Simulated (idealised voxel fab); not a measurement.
Documented hereafter: the process module known as voxel fin reveal.
We display cut, a cross-section 155 nm in width whose square cells are each 5 nm.
How to read a cross-section here: the picture is a grid of square cells, written as bands going from the top down, and any band can span one or more rows of cells. Basically the band line says how high the top is and how high the bottom is, in nm, and then what's in it from left to right, every material with its width in nm. Empty space shows up as "blank", and if a single material carries "everywhere" it runs the full band edge to edge. Convention: height 0 is the level below which the wafer, as received, is all one material. The lowest band does not terminate at the bottom but continues downward, represented as "0 and below". Per-row width for "30..40": begins at first number (top row of band), ends at second number (bottom row), increment between rows held constant. No cell of the cross-section changed in a step that is given as "nothing got changed". "Voids lacking openings" enumerates empty spaces isolated from the top, with no open way to it, that contain at least 8 cells, giving each as width x height at distance from the left edge, all three in nm. The remark found on a step's line after its settings is issued by the simulator itself and pertains to that step. Among the settings permitted on a step's line is "overlay nm"; applied to a step with a mask, it specifies the extent to which the mask lay to the right of its planned position, whereas a negative figure signifies a position to the left.
Steps planned for the process:
1,RECEIVE, material Si
2,CONFORMAL_DEP, material SiN, thk nm 5
3,MASKED_ETCH, tone cover, mask id FINS, width nm 15, pitch nm 40, etch materials SiN, depth nm 5, overlay nm 0
4,MASKED_ETCH, tone cover, mask id FINS, width nm 15, pitch nm 40, etch materials Si, depth nm 35, overlay nm 0
5,OXIDIZE, depth nm 5
6,FILL_DEP, material SiO2, thk nm 10
7,CMP, height nm 5
8,SELECTIVE_ETCH, etch materials SiO2, depth nm 30
9,STRIP, etch materials SiN
Incoming wafer in cross-section (state: after step 1):
	0 and below  Si everywhere
	Voids lacking openings: none
Starting wafer: above. Plan: above. Run: one mistake. Cross-section after the module: below:
	0 down to -40  35 nm blank, 5 nm Si, 35 nm blank, 5 nm Si, 35 nm blank, 5 nm Si, 35 nm blank
	-40 and below  Si everywhere
	Voids lacking openings: none
Want to know what went wrong? step 8 was run twice
